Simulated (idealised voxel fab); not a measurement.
process module | voxel double patterning
cross-section cut | 220 nm wide | cells 5 nm
This document writes a cross-section as a grid whose cells are square, and gives it as bands, listed from the top down; one or more rows of cells form a band. Basically the band line says how high the top is and how high the bottom is, in nm, and then what's in it from left to right, every material with its width in nm. Empty space shows up as "blank", and if a single material carries "all across" it runs the full band edge to edge. Heights are measured from 0, the level below which the as-received wafer is all one material; the lowest band has no bottom and continues downward, written as in "top 0, no bottom". Width spec "30->40" -> top row of cells at first value, bottom row at second value, equal per-row change in between. Given "remained unchanged" for a step, no cell of the cross-section differs between before and after that step. "Closed-off voids": empty spaces of 8 cells or more with no open way to the top, each given as width x height at distance, distance from the left edge, all in nm. Past the settings on a step's line: simulator remark, on that step. "overlay nm" on a masked step: distance the mask lay right of its planned place, negative for left.

-- Listed below are the process steps as planned
1. RECEIVE (material Si)
2. CONFORMAL_DEP (material SiO2; thk nm 10)
3. DIRECTIONAL_DEP (material TiN; thk nm 20)
4. DIRECTIONAL_DEP (material SiN; thk nm 10)
5. PATTERN (tone open; mask id FIRST; material resist; width nm 15; pitch nm 50; thk nm 15; overlay nm 0)
6. DIRECTIONAL_ETCH (etch materials SiN; depth nm 10)
7. STRIP (etch materials resist)
8. DIRECTIONAL_DEP (material aC; thk nm 15)
9. PATTERN (tone open; mask id SECOND; material resist; width nm 15; thk nm 35; overlay nm 0)
10. DIRECTIONAL_ETCH (etch materials aC; depth nm 15)
11. STRIP (etch materials resist)
12. DIRECTIONAL_ETCH (etch materials SiN; depth nm 10)
13. STRIP (etch materials aC)
14. DIRECTIONAL_ETCH (etch materials TiN; depth nm 20)
15. STRIP (etch materials SiN)

-- First of the two wafers, run per plan

-- Step 1 complete: cross-section of the wafer as received
	top 0, no bottom  Si all across
	Closed-off voids: none

-- Cross-section: wafer state after step 2
	top 10, bottom 0  SiO2 all across
	All layers under 0 are left as they were.

-- Cross-section: wafer state after step 3
	top 30, bottom 10  TiN all across
	All layers under 10 are left as they were.

-- Cross-section: wafer state after step 4
	top 40, bottom 30  SiN all across
	All layers under 30 are left as they were.

-- Cross-section: wafer state after step 5
	top 55, bottom 40  resist: 75, then blank: 15, then resist: 35, then blank: 15, then resist: 80
	All layers under 40 are left as they were.

-- Cross-section: wafer state after step 6
	top 55, bottom 40  resist: 75, then blank: 15, then resist: 35, then blank: 15, then resist: 80
	top 40, bottom 30  SiN: 75, then blank: 15, then SiN: 35, then blank: 15, then SiN: 80
	All layers under 30 are left as they were.

-- Cross-section: wafer state after step 7
	top 40, bottom 30  SiN: 75, then blank: 15, then SiN: 35, then blank: 15, then SiN: 80
	All layers under 30 are left as they were.

-- Cross-section: wafer state after step 8
	top 55, bottom 45  aC: 75, then blank: 15, then aC: 35, then blank: 15, then aC: 80
	top 45, bottom 40  aC all across
	top 40, bottom 30  SiN: 75, then aC: 15, then SiN: 35, then aC: 15, then SiN: 80
	All layers under 30 are left as they were.

-- Cross-section: wafer state after step 9
	top 90, bottom 55  resist: 100, then blank: 15, then resist: 105
	top 55, bottom 45  aC: 75, then resist: 15, then aC: 35, then resist: 15, then aC: 80
	All layers under 45 are left as they were.

-- Cross-section: wafer state after step 10
	top 75, bottom 55  resist: 100, then blank: 15, then resist: 105
	top 55, bottom 45  aC: 75, then resist: 15, then aC: 10, then blank: 15, then aC: 10, then resist: 15, then aC: 80
	top 45, bottom 40  aC: 100, then blank: 15, then aC: 105
	All layers under 40 are left as they were.

-- Cross-section: wafer state after step 11
	top 55, bottom 45  aC: 75, then blank: 15, then aC: 10, then blank: 15, then aC: 10, then blank: 15, then aC: 80
	All layers under 45 are left as they were.

-- Cross-section: wafer state after step 12
	top 55, bottom 45  aC: 75, then blank: 15, then aC: 10, then blank: 15, then aC: 10, then blank: 15, then aC: 80
	top 45, bottom 40  aC: 100, then blank: 15, then aC: 105
	top 40, bottom 30  SiN: 75, then aC: 15, then SiN: 10, then blank: 15, then SiN: 10, then aC: 15, then SiN: 80
	All layers under 30 are left as they were.

-- Cross-section: wafer state after step 13
	top 40, bottom 30  SiN: 75, then blank: 15, then SiN: 10, then blank: 15, then SiN: 10, then blank: 15, then SiN: 80
	All layers under 30 are left as they were.

-- Cross-section: wafer state after step 14
	top 40, bottom 30  SiN: 75, then blank: 15, then SiN: 10, then blank: 15, then SiN: 10, then blank: 15, then SiN: 80
	top 30, bottom 10  TiN: 75, then blank: 15, then TiN: 10, then blank: 15, then TiN: 10, then blank: 15, then TiN: 80
	All layers under 10 are left as they were.

-- Cross-section: wafer state after step 15
	top 30, bottom 10  TiN: 75, then blank: 15, then TiN: 10, then blank: 15, then TiN: 10, then blank: 15, then TiN: 80
	All layers under 10 are left as they were.

-- The second wafer began exactly as the first did and followed the same plan, but one mistake was made while running it; through step 7 inclusive, the two wafers are identical

-- Second wafer: cross-section at the scheduled end of step 8
	top 55, bottom 45  TiN: 75, then blank: 15, then TiN: 35, then blank: 15, then TiN: 80
	top 45, bottom 40  TiN all across
	top 40, bottom 30  SiN: 75, then TiN: 15, then SiN: 35, then TiN: 15, then SiN: 80
	All layers under 30 are left as they were.

-- Second wafer: cross-section at the scheduled end of step 9
	top 90, bottom 55  resist: 100, then blank: 15, then resist: 105
	top 55, bottom 45  TiN: 75, then resist: 15, then TiN: 35, then resist: 15, then TiN: 80
	All layers under 45 are left as they were.

-- Second wafer: cross-section at the scheduled end of step 10
	top 75, bottom 55  resist: 100, then blank: 15, then resist: 105
	All layers under 55 are left as they were.

-- Second wafer: cross-section at the scheduled end of step 11
	top 55, bottom 45  TiN: 75, then blank: 15, then TiN: 35, then blank: 15, then TiN: 80
	All layers under 45 are left as they were.

Second wafer: cross-section at the scheduled end of step 12: remained unchanged

Second wafer: cross-section at the scheduled end of step 13: remained unchanged

-- Second wafer: cross-section at the scheduled end of step 14
	top 40, bottom 30  SiN: 75, then blank: 15, then SiN: 35, then blank: 15, then SiN: 80
	top 30, bottom 25  TiN: 75, then blank: 15, then TiN: 35, then blank: 15, then TiN: 80
	All layers under 25 are left as they were.

-- Second wafer: cross-section at the scheduled end of step 15
	top 30, bottom 25  TiN: 75, then blank: 15, then TiN: 35, then blank: 15, then TiN: 80
	All layers under 25 are left as they were.
Processing error: step 8 off recipe, ran as DIRECTIONAL_DEP (material TiN; thk nm 15)
Once processing is complete, comparing cell counts shows that the second wafer has more or fewer of certain materials than the first: TiN: 30 more
